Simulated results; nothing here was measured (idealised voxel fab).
Proc. module: voxel fin reveal
The width of the displayed cross-section, cut, is 185 nm; its cells are square, with a size of 5 nm.
In what follows, cross-sections appear as grids of square cells, described through bands that run from the top down, where every band is one or more rows of cells.
Read a band's entry like this: the first values are the height of its top and the height of its bottom in nm, and what follows is the sequence of materials from left to right, each with its width in nm. Note that "blank" is empty space, and that a single material marked "full width" reaches across the band from edge to edge.
Below 0: as-received wafer, all one material; heights counted from there. Lowest band: no bottom, goes on down, written "0..down".
Top row gets the first number, bottom row gets the second, and each row in between changes by the same step: that is how a band width like "30 to 40" works.
The designation "all unchanged", where it is given for a processing step, indicates that no cell of the cross-section was altered in the course of that step.
Heads up: "closed voids" only lists the empty pockets with no open path to the top that are 8 cells or more, and it writes them as width x height at distance, distance from the left edge, in nm.
Anything after a step's settings on that line? It's the simulator's own note about the step.
"overlay nm" answers the question of how far to the right of plan the mask lay on a step that has a mask, and when it is negative the answer is to the left.

Below is the list of planned process steps:
1: RECEIVE: material Si
2: CONFORMAL_DEP: material SiN, thk nm 10
3: PATTERN: tone cover, mask id FINS, material resist, width nm 15, pitch nm 40, thk nm 20, overlay nm 0
4: DIRECTIONAL_ETCH: etch materials SiN, depth nm 10
5: DIRECTIONAL_ETCH: etch materials Si, depth nm 35
6: STRIP: etch materials resist
7: OXIDIZE: depth nm 5
8: FILL_DEP: material SiO2, thk nm 10
9: CMP: height nm 10
10: SELECTIVE_ETCH: etch materials SiO2, depth nm 30
11: STRIP: etch materials SiN
12: CONFORMAL_DEP: material HfO2, thk nm 5

Cross-section of the wafer upon arrival, representing the state reached after step 1:
0..down  Si full width
closed voids: none

First of two wafers: cross-section at end of module, run per plan:
5..0  blank (65) | HfO2 (15) | blank (25) | HfO2 (15) | blank (65)
0..-15  blank (65) | HfO2 (5) | Si (5) | HfO2 (5) | blank (25) | HfO2 (5) | Si (5) | HfO2 (5) | blank (65)
-15..-20  HfO2 (70) | Si (5) | HfO2 (35) | Si (5) | HfO2 (70)
-20..-40  SiO2 (70) | Si (5) | SiO2 (35) | Si (5) | SiO2 (70)
-40..down  Si full width
closed voids: none

Second wafer through the module, sectioned at the end: same beginning and same plan as the first wafer, with one mistake in carrying it out:
5..0  blank (65) | HfO2 (15) | blank (25) | HfO2 (15) | blank (65)
0..-15  blank (65) | HfO2 (5) | Si (5) | HfO2 (5) | blank (25) | HfO2 (5) | Si (5) | HfO2 (5) | blank (65)
-15..-20  HfO2 (70) | Si (5) | HfO2 (35) | Si (5) | HfO2 (70)
-20..-50  SiO2 (70) | Si (5) | SiO2 (35) | Si (5) | SiO2 (70)
-50..down  Si full width
closed voids: none
what went wrong: rather than as planned, step 5 actually ran as DIRECTIONAL_ETCH: etch materials Si, depth nm 45
Final difference in cells, second wafer against first, listed per material as more or fewer: 70 fewer of Si | 70 more of SiO2
